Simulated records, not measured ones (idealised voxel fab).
process module | voxel spacer lines
cross-section cut | 280 nm wide | cells 5 nm
A cross-section is a grid of square cells, given in bands from the top down. A band is one or more rows of cells.
Each band's line starts with the height of the band's top and of its bottom, in nm. Then come its materials from left to right, each with its width in nm. One material with "throughout" fills the band from edge to edge. "air" is empty space.
Height 0 is the level under which the wafer as received is all one material. The lowest band goes on downwards, as in "0 down".
A width such as "30 to 40" changes by the same amount from each row of cells to the next, from the band's top row to its bottom row.
"no change" after a step means that no cell of the cross-section changed.
closed voids: empty space of 8 cells or more with no open way to the top, each as width x height at its distance from the left edge, in nm
after a step's settings: what the simulator itself notes on the step
overlay nm, on a step with a mask: how far to the right of its planned place the mask lay; to the left if negative
plan
1 op RECEIVE | material Si
2 op CONFORMAL_DEP | material Al2O3 | thk nm 5
3 op DIRECTIONAL_DEP | material SiN | thk nm 20
4 op DIRECTIONAL_DEP | material polySi | thk nm 25
5 op PATTERN | tone cover | mask id MANDREL | material resist | width nm 20 | pitch nm 60 | thk nm 30 | overlay nm 0
6 op DIRECTIONAL_ETCH | etch materials polySi | depth nm 25
7 op STRIP | etch materials resist
8 op CONFORMAL_DEP | material SiO2 | thk nm 10
9 op DIRECTIONAL_ETCH | etch materials SiO2 | depth nm 10
10 op STRIP | etch materials polySi
11 op DIRECTIONAL_ETCH | etch materials SiN | depth nm 20
12 op STRIP | etch materials SiO2
as received, after step 1
  0 down: Si throughout
  closed voids: none
a wafer at the end: this start, this plan, one mistake
  45 to 25: air 60 | SiN 10 | air 20 | SiN 10 | air 20 | SiN 10 | air 20 | SiN 10 | air 20 | SiN 10 | air 20 | SiN 10 | air 60
  25 to 5: SiN throughout
  5 to 0: Al2O3 throughout
  0 down: Si throughout
  closed voids: none
what went wrong: step 3 was run twice
